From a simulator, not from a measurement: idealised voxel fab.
Process module in this document: voxel gate over fins
We display cut, a cross-section 255 nm in width whose square cells are each 5 nm.
Each cross-section below is a grid of square cells, stated as bands in top-down order, with one or more rows of cells making up each band.
A band entry consists of two parts. The first gives the height of the band's top and the height of its bottom, in nm. The rest lists the band's materials from left to right, each with its width in nm. A single material labelled with the word "everywhere" fills the band from edge to edge, and the word "empty" marks empty space.
Height 0 is the level under which the wafer as received is all one material. The lowest band goes on downwards, as in "z 0 and below".
You'd read "30 to 40" like this: the band's top row of cells is as wide as the first number, its bottom row is as wide as the second, and going down, every row changes width by the same amount as the row before did.
"no modification" -> step changed no cross-section cell.
"Closed internal voids" - sealed voids, min. 8 cells, no opening to top; format: width x height at distance (distance from left edge; nm throughout).
Where a step's line continues beyond its settings, the continuation is a remark by the simulator itself on that step.
overlay nm: for a step with a mask, the amount by which the mask lay right of where it was planned; a negative amount means left of it.
Note on reading: below, each pair holds a cross-section from before one process step and one from after it; the one from after shows only down to the lowest band that changed. Beneath the pair, the step in between is stated along with its settings. The pairs can stem from different runs of this module on the same starting wafer. Where a pair's entry headed "Structure before processing" says so, and only there, that pair continues from the pair above it.
**Structure before processing**
  z 5 to 0  SiO2 (70), then SiN (15), then SiO2 (10), then empty (20), then SiO2 (5), then SiN (15), then SiO2 (35), then SiN (15), then SiO2 (70)
  z 0 to -25  SiO2 (70), then Si (15), then SiO2 (10), then empty (20), then SiO2 (5), then Si (15), then SiO2 (35), then Si (15), then SiO2 (70)
  z -25 to -30  SiO2 (70), then Si (15), then SiO2 (35), then Si (15), then SiO2 (35), then Si (15), then SiO2 (70)
  z -30 and below  Si everywhere
  Closed internal voids: none
**After the Step**
  z 10 to 5  TiN (100), then empty (10), then TiN (145)
  z 5 to 0  SiO2 (70), then SiN (15), then SiO2 (10), then TiN (5), then empty (10), then TiN (5), then SiO2 (5), then SiN (15), then SiO2 (35), then SiN (15), then SiO2 (70)
  z 0 to -20  SiO2 (70), then Si (15), then SiO2 (10), then TiN (5), then empty (10), then TiN (5), then SiO2 (5), then Si (15), then SiO2 (35), then Si (15), then SiO2 (70)
  z -20 to -25  SiO2 (70), then Si (15), then SiO2 (10), then TiN (20), then SiO2 (5), then Si (15), then SiO2 (35), then Si (15), then SiO2 (70)
  Nothing below the height -25 has changed.
  Closed internal voids: none
Connecting step for the cross-sections above: CONFORMAL_DEP | material TiN | thk nm 5
Structure before processing: it's just the after picture from the pair right above this one.
**After the Step**
  z 20 to 10  W everywhere
  z 10 to 5  TiN (100), then W (10), then TiN (145)
  z 5 to 0  SiO2 (70), then SiN (15), then SiO2 (10), then TiN (5), then W (10), then TiN (5), then SiO2 (5), then SiN (15), then SiO2 (35), then SiN (15), then SiO2 (70)
  z 0 to -20  SiO2 (70), then Si (15), then SiO2 (10), then TiN (5), then W (10), then TiN (5), then SiO2 (5), then Si (15), then SiO2 (35), then Si (15), then SiO2 (70)
  Nothing below the height -20 has changed.
  Closed internal voids: none
Connecting step for the cross-sections above: FILL_DEP | material W | thk nm 10
Structure before processing: it's just the after picture from the pair right above this one.
**After the Step**
  z 5 to 0  SiO2 (70), then SiN (15), then SiO2 (10), then TiN (5), then W (10), then TiN (5), then SiO2 (5), then SiN (15), then SiO2 (35), then SiN (15), then SiO2 (70)
  Nothing below the height 0 has changed.
  Closed internal voids: none
Connecting step for the cross-sections above: CMP | height nm 5
Structure before processing: it's just the after picture from the pair right above this one.
**After the Step**
  z 5 to 0  SiO2 (70), then SiN (15), then SiO2 (10), then empty (20), then SiO2 (5), then SiN (15), then SiO2 (35), then SiN (15), then SiO2 (70)
  z 0 to -20  SiO2 (70), then Si (15), then SiO2 (10), then empty (20), then SiO2 (5), then Si (15), then SiO2 (35), then Si (15), then SiO2 (70)
  Nothing below the height -20 has changed.
  Closed internal voids: none
Connecting step for the cross-sections above: SELECTIVE_ETCH | etch materials W Ru TiN | depth nm 25
Structure before processing: it's just the after picture from the pair right above this one.
**After the Step**
  z 10 to 5  SiO2 everywhere
  z 5 to 0  SiO2 (70), then SiN (15), then SiO2 (35), then SiN (15), then SiO2 (35), then SiN (15), then SiO2 (70)
  z 0 to -20  SiO2 (70), then Si (15), then SiO2 (35), then Si (15), then SiO2 (35), then Si (15), then SiO2 (70)
  Nothing below the height -20 has changed.
  Closed internal voids: none
Connecting step for the cross-sections above: FILL_DEP | material SiO2 | thk nm 5
Structure before processing: it's just the after picture from the pair right above this one.
**After the Step**
  z 5 to 0  SiO2 (70), then SiN (15), then SiO2 (35), then SiN (15), then SiO2 (35), then SiN (15), then SiO2 (70)
  Nothing below the height 0 has changed.
  Closed internal voids: none
Connecting step for the cross-sections above: CMP | height nm 5
Structure before processing: it's just the after picture from the pair right above this one.
**After the Step**
  z 5 to 0  empty (70), then SiN (15), then empty (35), then SiN (15), then empty (35), then SiN (15), then empty (70)
  z 0 to -10  empty (70), then Si (15), then empty (35), then Si (15), then empty (35), then Si (15), then empty (70)
  Nothing below the height -10 has changed.
  Closed internal voids: none
Connecting step for the cross-sections above: SELECTIVE_ETCH | etch materials SiO2 | depth nm 15
Structure before processing: it's just the after picture from the pair right above this one.
**After the Step**
  z 0 to -10  empty (70), then Si (15), then empty (35), then Si (15), then empty (35), then Si (15), then empty (70)
  Nothing below the height -10 has changed.
  Closed internal voids: none
Connecting step for the cross-sections above: STRIP | etch materials SiN
Structure before processing: it's just the after picture from the pair right above this one.
**After the Step**
  z 5 to 0  empty (65), then HfO2 (25), then empty (25), then HfO2 (25), then empty (25), then HfO2 (25), then empty (65)
  z 0 to -5  empty (65), then HfO2 (5), then Si (15), then HfO2 (5), then empty (25), then HfO2 (5), then Si (15), then HfO2 (5), then empty (25), then HfO2 (5), then Si (15), then HfO2 (5), then empty (65)
  z -5 to -10  HfO2 (70), then Si (15), then HfO2 (35), then Si (15), then HfO2 (35), then Si (15), then HfO2 (70)
  Nothing below the height -10 has changed.
  Closed internal voids: none
Connecting step for the cross-sections above: CONFORMAL_DEP | material HfO2 | thk nm 5
Structure before processing: it's just the after picture from the pair right above this one.
**After the Step**
  z 10 to 5  empty (60), then TiN (35), then empty (15), then TiN (35), then empty (15), then TiN (35), then empty (60)
  z 5 to 0  empty (60), then TiN (5), then HfO2 (25), then TiN (5), then empty (15), then TiN (5), then HfO2 (25), then TiN (5), then empty (15), then TiN (5), then HfO2 (25), then TiN (5), then empty (60)
  z 0 to -5  TiN (65), then HfO2 (5), then Si (15), then HfO2 (5), then TiN (25), then HfO2 (5), then Si (15), then HfO2 (5), then TiN (25), then HfO2 (5), then Si (15), then HfO2 (5), then TiN (65)
  Nothing below the height -5 has changed.
  Closed internal voids: none
Connecting step for the cross-sections above: CONFORMAL_DEP | material TiN | thk nm 5
Structure before processing: it's just the after picture from the pair right above this one.
**After the Step**
  z 15 to 10  empty (55), then TiAl (45), then empty (5), then TiAl (45), then empty (5), then TiAl (45), then empty (55)
  z 10 to 5  empty (55), then TiAl (5), then TiN (35), then TiAl (5), then empty (5), then TiAl (5), then TiN (35), then TiAl (5), then empty (5), then TiAl (5), then TiN (35), then TiAl (5), then empty (55)
  z 5 to 0  TiAl (60), then TiN (5), then HfO2 (25), then TiN (5), then TiAl (15), then TiN (5), then HfO2 (25), then TiN (5), then TiAl (15), then TiN (5), then HfO2 (25), then TiN (5), then TiAl (60)
  Nothing below the height 0 has changed.
  Closed internal voids: none
Connecting step for the cross-sections above: CONFORMAL_DEP | material TiAl | thk nm 5
Structure before processing: it's just the after picture from the pair right above this one.
**After the Step**
  z 20 to 15  empty (50), then TiN (155), then empty (50)
  z 15 to 10  empty (50), then TiN (5), then TiAl (45), then TiN (5), then TiAl (45), then TiN (5), then TiAl (45), then TiN (5), then empty (50)
  z 10 to 5  TiN (55), then TiAl (5), then TiN (35), then TiAl (5), then TiN (5), then TiAl (5), then TiN (35), then TiAl (5), then TiN (5), then TiAl (5), then TiN (35), then TiAl (5), then TiN (55)
  Nothing below the height 5 has changed.
  Closed internal voids: none
Connecting step for the cross-sections above: CONFORMAL_DEP | material TiN | thk nm 5
Structure before processing: it's just the after picture from the pair right above this one.
**After the Step**
  z 35 to 20  W everywhere
  z 20 to 15  W (50), then TiN (155), then W (50)
  z 15 to 10  W (50), then TiN (5), then TiAl (45), then TiN (5), then TiAl (45), then TiN (5), then TiAl (45), then TiN (5), then W (50)
  Nothing below the height 10 has changed.
  Closed internal voids: none
Connecting step for the cross-sections above: FILL_DEP | material W | thk nm 15
Structure before processing: it's just the after picture from the pair right above this one.
**After the Step**
  z 30 to 20  W everywhere
  Nothing below the height 20 has changed.
  Closed internal voids: none
Connecting step for the cross-sections above: CMP | height nm 30
Structure before processing: it's just the after picture from the pair right above this one.
**After the Step**
  z 35 to 30  SiN everywhere
  Nothing below the height 30 has changed.
  Closed internal voids: none
Connecting step for the cross-sections above: CONFORMAL_DEP | material SiN | thk nm 5
**Structure before processing**
  z 15 to 5  aC everywhere
  z 5 to 0  SiN everywhere
  z 0 and below  Si everywhere
  Closed internal voids: none
**After the Step**
  z 40 to 15  empty (65), then resist (15), then empty (35), then resist (15), then empty (35), then resist (15), then empty (75)
  Nothing below the height 15 has changed.
  Closed internal voids: none
Connecting step for the cross-sections above: PATTERN | tone cover | mask id FINS | material resist | width nm 15 | pitch nm 50 | thk nm 25 | overlay nm -5
Structure before processing: it's just the after picture from the pair right above this one.
**After the Step**
  z 30 to 15  empty (65), then resist (15), then empty (35), then resist (15), then empty (35), then resist (15), then empty (75)
  z 15 to 5  empty (65), then aC (15), then empty (35), then aC (15), then empty (35), then aC (15), then empty (75)
  Nothing below the height 5 has changed.
  Closed internal voids: none
Connecting step for the cross-sections above: DIRECTIONAL_ETCH | etch materials aC | depth nm 10
Structure before processing: it's just the after picture from the pair right above this one.
**After the Step**
  z 15 to 5  empty (65), then aC (15), then empty (35), then aC (15), then empty (35), then aC (15), then empty (75)
  Nothing below the height 5 has changed.
  Closed internal voids: none
Connecting step for the cross-sections above: STRIP | etch materials resist
Structure before processing: it's just the after picture from the pair right above this one.
**After the Step**
  z 15 to 5  empty (65), then aC (15), then empty (35), then aC (15), then empty (35), then aC (15), then empty (75)
  z 5 to 0  empty (65), then SiN (15), then empty (35), then SiN (15), then empty (35), then SiN (15), then empty (75)
  Nothing below the height 0 has changed.
  Closed internal voids: none
Connecting step for the cross-sections above: DIRECTIONAL_ETCH | etch materials SiN | depth nm 5
Structure before processing: it's just the after picture from the pair right above this one.
**After the Step**
  z 15 to 5  empty (65), then aC (15), then empty (35), then aC (15), then empty (35), then aC (15), then empty (75)
  z 5 to 0  empty (65), then SiN (15), then empty (35), then SiN (15), then empty (35), then SiN (15), then empty (75)
  z 0 to -30  empty (65), then Si (15), then empty (35), then Si (15), then empty (35), then Si (15), then empty (75)
  Nothing below the height -30 has changed.
  Closed internal voids: none
Connecting step for the cross-sections above: DIRECTIONAL_ETCH | etch materials Si | depth nm 30
Structure before processing: it's just the after picture from the pair right above this one.
**After the Step**
  z 5 to 0  empty (65), then SiN (15), then empty (35), then SiN (15), then empty (35), then SiN (15), then empty (75)
  Nothing below the height 0 has changed.
  Closed internal voids: none
Connecting step for the cross-sections above: STRIP | etch materials aC
Structure before processing: it's just the after picture from the pair right above this one.
**After the Step**
  z 20 to 5  SiO2 everywhere
  z 5 to 0  SiO2 (65), then SiN (15), then SiO2 (35), then SiN (15), then SiO2 (35), then SiN (15), then SiO2 (75)
  z 0 to -30  SiO2 (65), then Si (15), then SiO2 (35), then Si (15), then SiO2 (35), then Si (15), then SiO2 (75)
  Nothing below the height -30 has changed.
  Closed internal voids: none
Connecting step for the cross-sections above: FILL_DEP | material SiO2 | thk nm 15
Structure before processing: it's just the after picture from the pair right above this one.
**After the Step**
  z 5 to 0  SiO2 (65), then SiN (15), then SiO2 (35), then SiN (15), then SiO2 (35), then SiN (15), then SiO2 (75)
  Nothing below the height 0 has changed.
  Closed internal voids: none
Connecting step for the cross-sections above: CMP | height nm 5
Structure before processing: it's just the after picture from the pair right above this one.
**After the Step**
  z 5 to 0  SiO2 (65), then SiN (15), then SiO2 (15), then empty (15), then SiO2 (5), then SiN (15), then SiO2 (35), then SiN (15), then SiO2 (75)
  z 0 to -25  SiO2 (65), then Si (15), then SiO2 (15), then empty (15), then SiO2 (5), then Si (15), then SiO2 (35), then Si (15), then SiO2 (75)
  Nothing below the height -25 has changed.
  Closed internal voids: none
Connecting step for the cross-sections above: MASKED_ETCH | tone open | mask id RAIL | width nm 15 | etch materials SiO2 | depth nm 30 | overlay nm 0
Structure before processing: it's just the after picture from the pair right above this one.
**After the Step**
  z 10 to 5  TiN (100), then empty (5), then TiN (150)
  z 5 to 0  SiO2 (65), then SiN (15), then SiO2 (15), then TiN (5), then empty (5), then TiN (5), then SiO2 (5), then SiN (15), then SiO2 (35), then SiN (15), then SiO2 (75)
  z 0 to -20  SiO2 (65), then Si (15), then SiO2 (15), then TiN (5), then empty (5), then TiN (5), then SiO2 (5), then Si (15), then SiO2 (35), then Si (15), then SiO2 (75)
  z -20 to -25  SiO2 (65), then Si (15), then SiO2 (15), then TiN (15), then SiO2 (5), then Si (15), then SiO2 (35), then Si (15), then SiO2 (75)
  Nothing below the height -25 has changed.
  Closed internal voids: none
Connecting step for the cross-sections above: CONFORMAL_DEP | material TiN | thk nm 5
Structure before processing: it's just the after picture from the pair right above this one.
**After the Step**
  z 20 to 10  W everywhere
  z 10 to 5  TiN (100), then W (5), then TiN (150)
  z 5 to 0  SiO2 (65), then SiN (15), then SiO2 (15), then TiN (5), then W (5), then TiN (5), then SiO2 (5), then SiN (15), then SiO2 (35), then SiN (15), then SiO2 (75)
  z 0 to -20  SiO2 (65), then Si (15), then SiO2 (15), then TiN (5), then W (5), then TiN (5), then SiO2 (5), then Si (15), then SiO2 (35), then Si (15), then SiO2 (75)
  Nothing below the height -20 has changed.
  Closed internal voids: none
Connecting step for the cross-sections above: FILL_DEP | material W | thk nm 10
Structure before processing: it's just the after picture from the pair right above this one.
**After the Step**
  z 5 to 0  SiO2 (65), then SiN (15), then SiO2 (15), then TiN (5), then W (5), then TiN (5), then SiO2 (5), then SiN (15), then SiO2 (35), then SiN (15), then SiO2 (75)
  Nothing below the height 0 has changed.
  Closed internal voids: none
Connecting step for the cross-sections above: CMP | height nm 5
Structure before processing: it's just the after picture from the pair right above this one.
**After the Step**
  z 5 to 0  SiO2 (65), then SiN (15), then SiO2 (15), then empty (15), then SiO2 (5), then SiN (15), then SiO2 (35), then SiN (15), then SiO2 (75)
  z 0 to -20  SiO2 (65), then Si (15), then SiO2 (15), then empty (15), then SiO2 (5), then Si (15), then SiO2 (35), then Si (15), then SiO2 (75)
  Nothing below the height -20 has changed.
  Closed internal voids: none
Connecting step for the cross-sections above: SELECTIVE_ETCH | etch materials W Ru TiN | depth nm 25
Structure before processing: it's just the after picture from the pair right above this one.
**After the Step**
  z 10 to 5  SiO2 everywhere
  z 5 to 0  SiO2 (65), then SiN (15), then SiO2 (35), then SiN (15), then SiO2 (35), then SiN (15), then SiO2 (75)
  z 0 to -20  SiO2 (65), then Si (15), then SiO2 (35), then Si (15), then SiO2 (35), then Si (15), then SiO2 (75)
  Nothing below the height -20 has changed.
  Closed internal voids: none
Connecting step for the cross-sections above: FILL_DEP | material SiO2 | thk nm 5
Structure before processing: it's just the after picture from the pair right above this one.
**After the Step**
  z 5 to 0  SiO2 (65), then SiN (15), then SiO2 (35), then SiN (15), then SiO2 (35), then SiN (15), then SiO2 (75)
  Nothing below the height 0 has changed.
  Closed internal voids: none
Connecting step for the cross-sections above: CMP | height nm 5
Structure before processing: it's just the after picture from the pair right above this one.
**After the Step**
  z 5 to 0  empty (65), then SiN (15), then empty (35), then SiN (15), then empty (35), then SiN (15), then empty (75)
  z 0 to -10  empty (65), then Si (15), then empty (35), then Si (15), then empty (35), then Si (15), then empty (75)
  Nothing below the height -10 has changed.
  Closed internal voids: none
Connecting step for the cross-sections above: SELECTIVE_ETCH | etch materials SiO2 | depth nm 15
Structure before processing: it's just the after picture from the pair right above this one.
**After the Step**
  z 0 to -10  empty (65), then Si (15), then empty (35), then Si (15), then empty (35), then Si (15), then empty (75)
  Nothing below the height -10 has changed.
  Closed internal voids: none
Connecting step for the cross-sections above: STRIP | etch materials SiN
Structure before processing: it's just the after picture from the pair right above this one.
**After the Step**
  z 5 to 0  empty (60), then HfO2 (25), then empty (25), then HfO2 (25), then empty (25), then HfO2 (25), then empty (70)
  z 0 to -5  empty (60), then HfO2 (5), then Si (15), then HfO2 (5), then empty (25), then HfO2 (5), then Si (15), then HfO2 (5), then empty (25), then HfO2 (5), then Si (15), then HfO2 (5), then empty (70)
  z -5 to -10  HfO2 (65), then Si (15), then HfO2 (35), then Si (15), then HfO2 (35), then Si (15), then HfO2 (75)
  Nothing below the height -10 has changed.
  Closed internal voids: none
Connecting step for the cross-sections above: CONFORMAL_DEP | material HfO2 | thk nm 5
Structure before processing: it's just the after picture from the pair right above this one.
**After the Step**
  z 10 to 5  empty (55), then TiN (35), then empty (15), then TiN (35), then empty (15), then TiN (35), then empty (65)
  z 5 to 0  empty (55), then TiN (5), then HfO2 (25), then TiN (5), then empty (15), then TiN (5), then HfO2 (25), then TiN (5), then empty (15), then TiN (5), then HfO2 (25), then TiN (5), then empty (65)
  z 0 to -5  TiN (60), then HfO2 (5), then Si (15), then HfO2 (5), then TiN (25), then HfO2 (5), then Si (15), then HfO2 (5), then TiN (25), then HfO2 (5), then Si (15), then HfO2 (5), then TiN (70)
  Nothing below the height -5 has changed.
  Closed internal voids: none
Connecting step for the cross-sections above: CONFORMAL_DEP | material TiN | thk nm 5
Structure before processing: it's just the after picture from the pair right above this one.
**After the Step**
  z 15 to 10  empty (50), then TiAl (45), then empty (5), then TiAl (45), then empty (5), then TiAl (45), then empty (60)
  z 10 to 5  empty (50), then TiAl (5), then TiN (35), then TiAl (5), then empty (5), then TiAl (5), then TiN (35), then TiAl (5), then empty (5), then TiAl (5), then TiN (35), then TiAl (5), then empty (60)
  z 5 to 0  TiAl (55), then TiN (5), then HfO2 (25), then TiN (5), then TiAl (15), then TiN (5), then HfO2 (25), then TiN (5), then TiAl (15), then TiN (5), then HfO2 (25), then TiN (5), then TiAl (65)
  Nothing below the height 0 has changed.
  Closed internal voids: none
Connecting step for the cross-sections above: CONFORMAL_DEP | material TiAl | thk nm 5
Structure before processing: it's just the after picture from the pair right above this one.
**After the Step**
  z 20 to 15  empty (45), then TiN (155), then empty (55)
  z 15 to 10  empty (45), then TiN (5), then TiAl (45), then TiN (5), then TiAl (45), then TiN (5), then TiAl (45), then TiN (5), then empty (55)
  z 10 to 5  TiN (50), then TiAl (5), then TiN (35), then TiAl (5), then TiN (5), then TiAl (5), then TiN (35), then TiAl (5), then TiN (5), then TiAl (5), then TiN (35), then TiAl (5), then TiN (60)
  Nothing below the height 5 has changed.
  Closed internal voids: none
Connecting step for the cross-sections above: CONFORMAL_DEP | material TiN | thk nm 5
Structure before processing: it's just the after picture from the pair right above this one.
**After the Step**
  z 35 to 20  W everywhere
  z 20 to 15  W (45), then TiN (155), then W (55)
  z 15 to 10  W (45), then TiN (5), then TiAl (45), then TiN (5), then TiAl (45), then TiN (5), then TiAl (45), then TiN (5), then W (55)
  Nothing below the height 10 has changed.
  Closed internal voids: none
Connecting step for the cross-sections above: FILL_DEP | material W | thk nm 15
Structure before processing: it's just the after picture from the pair right above this one.
**After the Step**
  z 30 to 20  W everywhere
  Nothing below the height 20 has changed.
  Closed internal voids: none
Connecting step for the cross-sections above: CMP | height nm 30
Structure before processing: it's just the after picture from the pair right above this one.
**After the Step**
  z 35 to 30  SiN everywhere
  Nothing below the height 30 has changed.
  Closed internal voids: none
Connecting step for the cross-sections above: CONFORMAL_DEP | material SiN | thk nm 5
**Structure before processing**
  z 5 to 0  empty (65), then HfO2 (25), then empty (25), then HfO2 (25), then empty (25), then HfO2 (25), then empty (65)
  z 0 to -5  empty (65), then HfO2 (5), then Si (15), then HfO2 (5), then empty (25), then HfO2 (5), then Si (15), then HfO2 (5), then empty (25), then HfO2 (5), then Si (15), then HfO2 (5), then empty (65)
  z -5 to -10  HfO2 (70), then Si (15), then HfO2 (35), then Si (15), then HfO2 (35), then Si (15), then HfO2 (70)
  z -10 to -20  SiO2 (70), then Si (15), then SiO2 (35), then Si (15), then SiO2 (35), then Si (15), then SiO2 (70)
  z -20 to -25  SiO2 (70), then Si (15), then SiO2 (10), then TiN (15), then SiO2 (10), then Si (15), then SiO2 (35), then Si (15), then SiO2 (70)
  z -25 to -30  SiO2 (70), then Si (15), then SiO2 (35), then Si (15), then SiO2 (35), then Si (15), then SiO2 (70)
  z -30 and below  Si everywhere
  Closed internal voids: none
**After the Step**
  z 10 to 5  empty (60), then W (35), then empty (15), then W (35), then empty (15), then W (35), then empty (60)
  z 5 to 0  empty (60), then W (5), then HfO2 (25), then W (5), then empty (15), then W (5), then HfO2 (25), then W (5), then empty (15), then W (5), then HfO2 (25), then W (5), then empty (60)
  z 0 to -5  W (65), then HfO2 (5), then Si (15), then HfO2 (5), then W (25), then HfO2 (5), then Si (15), then HfO2 (5), then W (25), then HfO2 (5), then Si (15), then HfO2 (5), then W (65)
  Nothing below the height -5 has changed.
  Closed internal voids: none
Connecting step for the cross-sections above: CONFORMAL_DEP | material W | thk nm 5
Structure before processing: it's just the after picture from the pair right above this one.
**After the Step**
  z 15 to 10  empty (55), then TiAl (45), then empty (5), then TiAl (45), then empty (5), then TiAl (45), then empty (55)
  z 10 to 5  empty (55), then TiAl (5), then W (35), then TiAl (5), then empty (5), then TiAl (5), then W (35), then TiAl (5), then empty (5), then TiAl (5), then W (35), then TiAl (5), then empty (55)
  z 5 to 0  TiAl (60), then W (5), then HfO2 (25), then W (5), then TiAl (15), then W (5), then HfO2 (25), then W (5), then TiAl (15), then W (5), then HfO2 (25), then W (5), then TiAl (60)
  Nothing below the height 0 has changed.
  Closed internal voids: none
Connecting step for the cross-sections above: CONFORMAL_DEP | material TiAl | thk nm 5
Structure before processing: it's just the after picture from the pair right above this one.
**After the Step**
  z 20 to 15  empty (50), then TiN (155), then empty (50)
  z 15 to 10  empty (50), then TiN (5), then TiAl (45), then TiN (5), then TiAl (45), then TiN (5), then TiAl (45), then TiN (5), then empty (50)
  z 10 to 5  TiN (55), then TiAl (5), then W (35), then TiAl (5), then TiN (5), then TiAl (5), then W (35), then TiAl (5), then TiN (5), then TiAl (5), then W (35), then TiAl (5), then TiN (55)
  Nothing below the height 5 has changed.
  Closed internal voids: none
Connecting step for the cross-sections above: CONFORMAL_DEP | material TiN | thk nm 5
Structure before processing: it's just the after picture from the pair right above this one.
**After the Step**
  z 35 to 20  W everywhere
  z 20 to 15  W (50), then TiN (155), then W (50)
  z 15 to 10  W (50), then TiN (5), then TiAl (45), then TiN (5), then TiAl (45), then TiN (5), then TiAl (45), then TiN (5), then W (50)
  Nothing below the height 10 has changed.
  Closed internal voids: none
Connecting step for the cross-sections above: FILL_DEP | material W | thk nm 15
Structure before processing: it's just the after picture from the pair right above this one.
**After the Step**
  z 30 to 20  W everywhere
  Nothing below the height 20 has changed.
  Closed internal voids: none
Connecting step for the cross-sections above: CMP | height nm 30
Structure before processing: it's just the after picture from the pair right above this one.
**After the Step**
  z 35 to 30  SiN everywhere
  Nothing below the height 30 has changed.
  Closed internal voids: none
Connecting step for the cross-sections above: CONFORMAL_DEP | material SiN | thk nm 5
**Structure before processing**
  z 5 to 0  SiO2 (70), then SiN (15), then SiO2 (35), then SiN (15), then SiO2 (35), then SiN (15), then SiO2 (70)
  z 0 to -30  SiO2 (70), then Si (15), then SiO2 (35), then Si (15), then SiO2 (35), then Si (15), then SiO2 (70)
  z -30 and below  Si everywhere
  Closed internal voids: none
**After the Step**
  z 5 to 0  empty (70), then SiN (15), then empty (10), then SiO2 (15), then empty (10), then SiN (15), then empty (35), then SiN (15), then empty (70)
  z 0 to -25  empty (70), then Si (15), then empty (10), then SiO2 (15), then empty (10), then Si (15), then empty (35), then Si (15), then empty (70)
  Nothing below the height -25 has changed.
  Closed internal voids: none
Connecting step for the cross-sections above: MASKED_ETCH | tone cover | mask id RAIL | width nm 15 | etch materials SiO2 | depth nm 30 | overlay nm 0
Structure before processing: it's just the after picture from the pair right above this one.
**After the Step**
  z 10 to 5  empty (65), then TiN (75), then empty (25), then TiN (25), then empty (65)
  z 5 to 0  empty (65), then TiN (5), then SiN (15), then TiN (10), then SiO2 (15), then TiN (10), then SiN (15), then TiN (5), then empty (25), then TiN (5), then SiN (15), then TiN (5), then empty (65)
  z 0 to -20  empty (65), then TiN (5), then Si (15), then TiN (10), then SiO2 (15), then TiN (10), then Si (15), then TiN (5), then empty (25), then TiN (5), then Si (15), then TiN (5), then empty (65)
  z -20 to -25  TiN (70), then Si (15), then TiN (10), then SiO2 (15), then TiN (10), then Si (15), then TiN (35), then Si (15), then TiN (70)
  Nothing below the height -25 has changed.
  Closed internal voids: none
Connecting step for the cross-sections above: CONFORMAL_DEP | material TiN | thk nm 5
Structure before processing: it's just the after picture from the pair right above this one.
**After the Step**
  z 20 to 10  W everywhere
  z 10 to 5  W (65), then TiN (75), then W (25), then TiN (25), then W (65)
  z 5 to 0  W (65), then TiN (5), then SiN (15), then TiN (10), then SiO2 (15), then TiN (10), then SiN (15), then TiN (5), then W (25), then TiN (5), then SiN (15), then TiN (5), then W (65)
  z 0 to -20  W (65), then TiN (5), then Si (15), then TiN (10), then SiO2 (15), then TiN (10), then Si (15), then TiN (5), then W (25), then TiN (5), then Si (15), then TiN (5), then W (65)
  Nothing below the height -20 has changed.
  Closed internal voids: none
Connecting step for the cross-sections above: FILL_DEP | material W | thk nm 10
Structure before processing: it's just the after picture from the pair right above this one.
**After the Step**
  z 5 to 0  W (65), then TiN (5), then SiN (15), then TiN (10), then SiO2 (15), then TiN (10), then SiN (15), then TiN (5), then W (25), then TiN (5), then SiN (15), then TiN (5), then W (65)
  Nothing below the height 0 has changed.
  Closed internal voids: none
Connecting step for the cross-sections above: CMP | height nm 5
Structure before processing: it's just the after picture from the pair right above this one.
**After the Step**
  z 5 to 0  empty (70), then SiN (15), then empty (10), then SiO2 (15), then empty (10), then SiN (15), then empty (35), then SiN (15), then empty (70)
  z 0 to -20  empty (70), then Si (15), then empty (10), then SiO2 (15), then empty (10), then Si (15), then empty (35), then Si (15), then empty (70)
  Nothing below the height -20 has changed.
  Closed internal voids: none
Connecting step for the cross-sections above: SELECTIVE_ETCH | etch materials W Ru TiN | depth nm 25
Structure before processing: it's just the after picture from the pair right above this one.
**After the Step**
  z 10 to 5  SiO2 everywhere
  z 5 to 0  SiO2 (70), then SiN (15), then SiO2 (35), then SiN (15), then SiO2 (35), then SiN (15), then SiO2 (70)
  z 0 to -20  SiO2 (70), then Si (15), then SiO2 (35), then Si (15), then SiO2 (35), then Si (15), then SiO2 (70)
  Nothing below the height -20 has changed.
  Closed internal voids: none
Connecting step for the cross-sections above: FILL_DEP | material SiO2 | thk nm 5
Structure before processing: it's just the after picture from the pair right above this one.
**After the Step**
  z 5 to 0  SiO2 (70), then SiN (15), then SiO2 (35), then SiN (15), then SiO2 (35), then SiN (15), then SiO2 (70)
  Nothing below the height 0 has changed.
  Closed internal voids: none
Connecting step for the cross-sections above: CMP | height nm 5
Structure before processing: it's just the after picture from the pair right above this one.
**After the Step**
  z 5 to 0  empty (70), then SiN (15), then empty (35), then SiN (15), then empty (35), then SiN (15), then empty (70)
  z 0 to -10  empty (70), then Si (15), then empty (35), then Si (15), then empty (35), then Si (15), then empty (70)
  Nothing below the height -10 has changed.
  Closed internal voids: none
Connecting step for the cross-sections above: SELECTIVE_ETCH | etch materials SiO2 | depth nm 15
Structure before processing: it's just the after picture from the pair right above this one.
**After the Step**
  z 0 to -10  empty (70), then Si (15), then empty (35), then Si (15), then empty (35), then Si (15), then empty (70)
  Nothing below the height -10 has changed.
  Closed internal voids: none
Connecting step for the cross-sections above: STRIP | etch materials SiN
Structure before processing: it's just the after picture from the pair right above this one.
**After the Step**
  z 5 to 0  empty (65), then HfO2 (25), then empty (25), then HfO2 (25), then empty (25), then HfO2 (25), then empty (65)
  z 0 to -5  empty (65), then HfO2 (5), then Si (15), then HfO2 (5), then empty (25), then HfO2 (5), then Si (15), then HfO2 (5), then empty (25), then HfO2 (5), then Si (15), then HfO2 (5), then empty (65)
  z -5 to -10  HfO2 (70), then Si (15), then HfO2 (35), then Si (15), then HfO2 (35), then Si (15), then HfO2 (70)
  Nothing below the height -10 has changed.
  Closed internal voids: none
Connecting step for the cross-sections above: CONFORMAL_DEP | material HfO2 | thk nm 5
Structure before processing: it's just the after picture from the pair right above this one.
**After the Step**
  z 10 to 5  empty (60), then TiN (35), then empty (15), then TiN (35), then empty (15), then TiN (35), then empty (60)
  z 5 to 0  empty (60), then TiN (5), then HfO2 (25), then TiN (5), then empty (15), then TiN (5), then HfO2 (25), then TiN (5), then empty (15), then TiN (5), then HfO2 (25), then TiN (5), then empty (60)
  z 0 to -5  TiN (65), then HfO2 (5), then Si (15), then HfO2 (5), then TiN (25), then HfO2 (5), then Si (15), then HfO2 (5), then TiN (25), then HfO2 (5), then Si (15), then HfO2 (5), then TiN (65)
  Nothing below the height -5 has changed.
  Closed internal voids: none
Connecting step for the cross-sections above: CONFORMAL_DEP | material TiN | thk nm 5
Structure before processing: it's just the after picture from the pair right above this one.
**After the Step**
  z 15 to 10  empty (55), then TiAl (45), then empty (5), then TiAl (45), then empty (5), then TiAl (45), then empty (55)
  z 10 to 5  empty (55), then TiAl (5), then TiN (35), then TiAl (5), then empty (5), then TiAl (5), then TiN (35), then TiAl (5), then empty (5), then TiAl (5), then TiN (35), then TiAl (5), then empty (55)
  z 5 to 0  TiAl (60), then TiN (5), then HfO2 (25), then TiN (5), then TiAl (15), then TiN (5), then HfO2 (25), then TiN (5), then TiAl (15), then TiN (5), then HfO2 (25), then TiN (5), then TiAl (60)
  Nothing below the height 0 has changed.
  Closed internal voids: none
Connecting step for the cross-sections above: CONFORMAL_DEP | material TiAl | thk nm 5
